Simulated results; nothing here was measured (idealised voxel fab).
process module | voxel lift off
cross-section cut | 150 nm wide | cells 5 nm
A cross-section is a grid of square cells, given in bands from the top down. A band is one or more rows of cells.
Each band's line starts with the height of the band's top and of its bottom, in nm. Then come its materials from left to right, each with its width in nm. One material with "throughout" fills the band from edge to edge. "air" is empty space.
Height 0 is the level under which the wafer as received is all one material. The lowest band goes on downwards, as in "0 down".
A width such as "30 to 40" changes by the same amount from each row of cells to the next, from the band's top row to its bottom row.
"no change" after a step means that no cell of the cross-section changed.
closed voids: empty space of 8 cells or more with no open way to the top, each as width x height at its distance from the left edge, in nm
after a step's settings: what the simulator itself notes on the step
overlay nm, on a step with a mask: how far to the right of its planned place the mask lay; to the left if negative
plan
1 op RECEIVE | material Si
2 op CONFORMAL_DEP | material SiO2 | thk nm 15
3 op PATTERN | tone open | mask id LINES | material resist | width nm 25 | pitch nm 45 | thk nm 20 | overlay nm 0
4 op DIRECTIONAL_DEP | material Ru | thk nm 5
5 op STRIP | etch materials resist
6 op CONFORMAL_DEP | material SiN | thk nm 5
first wafer, as planned
as received, after step 1
  0 down: Si throughout
  closed voids: none
after step 2
  15 to 0: SiO2 throughout
  below 0: unchanged
after step 3
  35 to 15: resist 40 | air 25 | resist 20 | air 25 | resist 40
  below 15: unchanged
after step 4
  40 to 35: Ru 40 | air 25 | Ru 20 | air 25 | Ru 40
  35 to 20: resist 40 | air 25 | resist 20 | air 25 | resist 40
  20 to 15: resist 40 | Ru 25 | resist 20 | Ru 25 | resist 40
  below 15: unchanged
after step 5
  20 to 15: air 40 | Ru 25 | air 20 | Ru 25 | air 40
  below 15: unchanged
after step 6
  25 to 20: air 35 | SiN 35 | air 10 | SiN 35 | air 35
  20 to 15: SiN 40 | Ru 25 | SiN 20 | Ru 25 | SiN 40
  below 15: unchanged
second wafer: like start, like plan, one mistake. Through step 5 it matches the first wafer
when step 6 should have ended
  35 to 30: air 25 | SiN 100 | air 25
  30 to 20: SiN throughout
  20 to 15: SiN 40 | Ru 25 | SiN 20 | Ru 25 | SiN 40
  below 15: unchanged
what went wrong: step 6 ran as: op CONFORMAL_DEP | material SiN | thk nm 15
at the end the second wafer has, in cells: 66 more of SiN
